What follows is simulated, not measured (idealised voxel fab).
Herein follows the process module entitled voxel wiring stack.
Displayed cross-section: cut, width of 265 nm, square cells sized 5 nm.
Cross-section format: a grid of square cells, given as bands from top to bottom; each band is one or more rows of cells.
Quick guide to a band line: top height, bottom height (nm) up front; then every material left to right with its width in nm. Only one material and it's marked "edge to edge"? Then it fills the band edge to edge. And "blank" just means empty space.
Basically, 0 is our baseline, since under it the wafer straight out of the box is all one material. The bottom band has no lower end and keeps on going down, so it looks like "0 -> down".
Note: "30..40" means the width goes from the first number (top row of the band) to the second number (bottom row) in equal steps per row of cells.
Key: "no change" - step with no changed cell in the cross-section.
"Voids lacking openings" - sealed voids, min. 8 cells, no opening to top; format: width x height at distance (distance from left edge; nm throughout).
after a step's settings: what the simulator itself notes on the step
Regarding "overlay nm": on a step with a mask, it is the distance the mask lay to the right of its planned place; a negative value places it to the left.
Steps in the process plan:
step 1: RECEIVE (material Si)
step 2: CONFORMAL_DEP (material SiO2; thk nm 10)
step 3: CONFORMAL_DEP (material SiCN; thk nm 5)
step 4: DIRECTIONAL_DEP (material lowk; thk nm 25)
step 5: PATTERN (tone open; mask id METAL_1; material resist; width nm 20; pitch nm 45; thk nm 20; overlay nm 0)
step 6: DIRECTIONAL_ETCH (etch materials lowk; depth nm 25)
step 7: DIRECTIONAL_ETCH (etch materials SiCN; depth nm 5)
step 8: STRIP (etch materials resist)
step 9: CONFORMAL_DEP (material TiN; thk nm 5)
step 10: FILL_DEP (material Cu; thk nm 10)
step 11: CMP (height nm 40)
step 12: CONFORMAL_DEP (material SiCN; thk nm 5)
step 13: DIRECTIONAL_DEP (material lowk; thk nm 30)
step 14: MASKED_ETCH (tone open; mask id METAL_2; width nm 20; pitch nm 45; etch materials lowk; depth nm 15; overlay nm 0)
step 15: DIRECTIONAL_DEP (material aC; thk nm 10)
step 16: PATTERN (tone open; mask id METAL_2_HOLES; material resist; width nm 15; pitch nm 45; thk nm 30; overlay nm 0)
step 17: DIRECTIONAL_ETCH (etch materials aC; depth nm 10)
step 18: STRIP (etch materials resist)
step 19: DIRECTIONAL_ETCH (etch materials lowk; depth nm 15)
step 20: DIRECTIONAL_ETCH (etch materials SiCN; depth nm 5)
step 21: STRIP (etch materials aC)
step 22: CONFORMAL_DEP (material TiN; thk nm 5)
step 23: FILL_DEP (material Cu; thk nm 10)
step 24: CMP (height nm 75)
step 25: CONFORMAL_DEP (material SiCN; thk nm 5)
step 26: DIRECTIONAL_DEP (material SiO2; thk nm 15)
step 27: DIRECTIONAL_DEP (material aC; thk nm 15)
step 28: PATTERN (tone open; mask id PLUG_2; material resist; width nm 15; pitch nm 90; thk nm 35; overlay nm 0)
step 29: DIRECTIONAL_ETCH (etch materials aC; depth nm 15)
step 30: STRIP (etch materials resist)
step 31: DIRECTIONAL_ETCH (etch materials SiO2; depth nm 15)
step 32: DIRECTIONAL_ETCH (etch materials SiCN; depth nm 5)
step 33: STRIP (etch materials aC)
step 34: EPI (material Ru; thk nm 10)
step 35: EPI (material Ru; thk nm 10)
step 36: DIRECTIONAL_DEP (material TiN; thk nm 5)
step 37: DIRECTIONAL_DEP (material Ru; thk nm 25)
step 38: MASKED_ETCH (tone cover; mask id METAL_3; width nm 20; pitch nm 45; etch materials Ru; depth nm 25; overlay nm 0)
step 39: MASKED_ETCH (tone cover; mask id METAL_3; width nm 20; pitch nm 45; etch materials TiN; depth nm 5; overlay nm 0)
step 40: FILL_DEP (material SiO2; thk nm 10)
step 41: CMP (height nm 125)
step 42: CONFORMAL_DEP (material SiCN; thk nm 5)
step 43: DIRECTIONAL_DEP (material lowk; thk nm 25)
step 44: MASKED_ETCH (tone open; mask id METAL_4_HOLES; width nm 15; pitch nm 45; etch materials lowk; depth nm 25; overlay nm 0)
step 45: PATTERN (tone open; mask id METAL_4; material resist; width nm 20; pitch nm 45; thk nm 15; overlay nm 0)
step 46: DIRECTIONAL_ETCH (etch materials lowk; depth nm 15)
step 47: DIRECTIONAL_ETCH (etch materials SiCN; depth nm 5)
step 48: STRIP (etch materials resist)
step 49: CONFORMAL_DEP (material TiN; thk nm 5)
step 50: FILL_DEP (material Cu; thk nm 10)
step 51: CMP (height nm 155)
step 52: CONFORMAL_DEP (material SiN; thk nm 5)
Cross-section, incoming material, after step 1:
* 0 -> down  Si edge to edge
* Voids lacking openings: none
Final cross-section, module run with one mistake (start and plan as above):
* 160 -> 155  SiN edge to edge
* 155 -> 145  lowk: 55, then TiN: 5, then Cu: 10, then TiN: 5, then lowk: 25, then TiN: 5, then Cu: 10, then TiN: 5, then lowk: 25, then TiN: 5, then Cu: 10, then TiN: 5, then lowk: 25, then TiN: 5, then Cu: 10, then TiN: 5, then lowk: 55
* 145 -> 140  lowk: 55, then TiN: 5, then Cu: 5, then TiN: 10, then lowk: 25, then TiN: 5, then Cu: 5, then TiN: 10, then lowk: 25, then TiN: 5, then Cu: 5, then TiN: 10, then lowk: 25, then TiN: 5, then Cu: 5, then TiN: 10, then lowk: 55
* 140 -> 130  lowk: 55, then TiN: 5, then Cu: 5, then TiN: 5, then lowk: 30, then TiN: 5, then Cu: 5, then TiN: 5, then lowk: 30, then TiN: 5, then Cu: 5, then TiN: 5, then lowk: 30, then TiN: 5, then Cu: 5, then TiN: 5, then lowk: 60
* 130 -> 125  SiCN: 55, then TiN: 15, then SiCN: 30, then TiN: 15, then SiCN: 30, then TiN: 15, then SiCN: 30, then TiN: 15, then SiCN: 60
* 125 -> 100  SiO2: 55, then Ru: 20, then SiO2: 25, then Ru: 20, then SiO2: 25, then Ru: 20, then SiO2: 25, then Ru: 20, then SiO2: 55
* 100 -> 95  SiO2: 55, then TiN: 20, then SiO2: 25, then TiN: 20, then SiO2: 25, then TiN: 20, then SiO2: 25, then TiN: 20, then SiO2: 55
* 95 -> 80  SiO2: 55, then Ru: 15, then SiO2: 75, then Ru: 15, then SiO2: 105
* 80 -> 75  SiCN: 55, then Ru: 15, then SiCN: 75, then Ru: 15, then SiCN: 105
* 75 -> 65  Cu: 65, then TiN: 5, then lowk: 5, then TiN: 5, then Cu: 30, then TiN: 5, then lowk: 5, then TiN: 5, then Cu: 30, then TiN: 5, then lowk: 5, then TiN: 5, then Cu: 30, then TiN: 5, then lowk: 5, then TiN: 5, then Cu: 50
* 65 -> 60  TiN: 70, then lowk: 5, then TiN: 40, then lowk: 5, then TiN: 40, then lowk: 5, then TiN: 40, then lowk: 5, then TiN: 55
* 60 -> 45  lowk edge to edge
* 45 -> 40  SiCN edge to edge
* 40 -> 15  lowk: 55, then TiN: 5, then Cu: 10, then TiN: 5, then lowk: 25, then TiN: 5, then Cu: 10, then TiN: 5, then lowk: 25, then TiN: 5, then Cu: 10, then TiN: 5, then lowk: 25, then TiN: 5, then Cu: 10, then TiN: 5, then lowk: 55
* 15 -> 10  SiCN: 55, then TiN: 20, then SiCN: 25, then TiN: 20, then SiCN: 25, then TiN: 20, then SiCN: 25, then TiN: 20, then SiCN: 55
* 10 -> 0  SiO2 edge to edge
* 0 -> down  Si edge to edge
* Voids lacking openings: none
Here's what went sideways: step 14 was processed under conditions differing from the plan, specifically as MASKED_ETCH (tone cover; mask id METAL_2; width nm 20; pitch nm 45; etch materials lowk; depth nm 15; overlay nm 0)
